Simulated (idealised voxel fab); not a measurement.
A process module follows: voxel local oxidation.
Cross-section cut spans 255 nm and uses square cells 5 nm in size.
Heads up, the way a cross-section reads in here is a grid of square cells, handed over as bands from the top down, with every band being one or more rows of cells.
Each band's line starts with the height of the band's top and of its bottom, in nm. Then come its materials from left to right, each with its width in nm. One material with "everywhere" fills the band from edge to edge. "air" is empty space.
All heights in this document are referenced to 0, defined as the level beneath which the wafer, as received, consists entirely of one material. The lowest band is not bounded below; it extends indefinitely downward and is written in the form "0 nm and below".
Quick explanation for "30 to 40": the width changes in equal steps down the rows of cells, from the first number in the band's top row to the second number in its bottom row.
No cell of the cross-section changed in a step that is given as "remained the same".
Voids not open to the top, 8 cells minimum: see "Enclosed void catalog". Written width x height at distance; distance is from the left edge; nm.
Heads up: the bit after the settings on a step's line is the simulator's remark on that step.
Each step line may optionally specify "overlay nm", which for a step with a mask gives the rightward distance between the mask's planned place and where it lay, a negative value indicating the leftward direction.
### Intended process steps
- 1: op RECEIVE | material Si
- 2: op OXIDIZE | depth nm 5
- 3: op CONFORMAL_DEP | material SiN | thk nm 10
- 4: op PATTERN | tone cover | mask id ACTIVE | material resist | width nm 105 | thk nm 20 | overlay nm 0
- 5: op DIRECTIONAL_ETCH | etch materials SiN | depth nm 10
- 6: op STRIP | etch materials resist
- 7: op SELECTIVE_ETCH | etch materials SiO2 | depth nm 5
- 8: op OXIDIZE | depth nm 10
- 9: op STRIP | etch materials SiN
### First of two wafers, with the run carried out as planned
### Wafer cross-section on receipt, i.e. after step 1
	0 nm and below = Si everywhere
	Enclosed void catalog: none
### The following cross-section depicts the wafer upon completion of step 2
	0 nm to -5 nm = SiO2 everywhere
	Below -5, the layers are the same as they were.
### The following cross-section depicts the wafer upon completion of step 3
	10 nm to 0 nm = SiN everywhere
	Below 0, the layers are the same as they were.
### The following cross-section depicts the wafer upon completion of step 4
	30 nm to 10 nm = air: 75 / resist: 105 / air: 75
	Below 10, the layers are the same as they were.
### The following cross-section depicts the wafer upon completion of step 5
	30 nm to 10 nm = air: 75 / resist: 105 / air: 75
	10 nm to 0 nm = air: 75 / SiN: 105 / air: 75
	Below 0, the layers are the same as they were.
### The following cross-section depicts the wafer upon completion of step 6
	10 nm to 0 nm = air: 75 / SiN: 105 / air: 75
	Below 0, the layers are the same as they were.
### The following cross-section depicts the wafer upon completion of step 7
	10 nm to 0 nm = air: 75 / SiN: 105 / air: 75
	0 nm to -5 nm = air: 80 / SiO2: 95 / air: 80
	Below -5, the layers are the same as they were.
### The following cross-section depicts the wafer upon completion of step 8
	10 nm to 0 nm = air: 75 / SiN: 105 / air: 75
	0 nm to -5 nm = air: 80 / SiO2: 95 / air: 80
	-5 nm to -15 nm = SiO2: 90 / Si: 75 / SiO2: 90
	Below -15, the layers are the same as they were.
### The following cross-section depicts the wafer upon completion of step 9
	0 nm to -5 nm = air: 80 / SiO2: 95 / air: 80
	Below -5, the layers are the same as they were.
### Second wafer - shared start and plan with the first - one error in running - same as the first up to step 7 inclusive
### Second wafer profile in section, at the moment step 8 of the plan was meant to be complete
	0 nm to -5 nm = air: 80 / SiO2: 95 / air: 80
	Below -5, the layers are the same as they were.
### Second wafer profile in section, at the moment step 9 of the plan was meant to be complete
	0 nm to -5 nm = air: 80 / SiO2: 95 / air: 80
	-5 nm to -15 nm = SiO2: 90 / Si: 75 / SiO2: 90
	Below -15, the layers are the same as they were.
Plan not followed: it was found that steps 8 and 9 of the process plan had been performed in exchanged positions
At process end the two wafers are indistinguishable in cross-section, so the error does not change what this model computes.
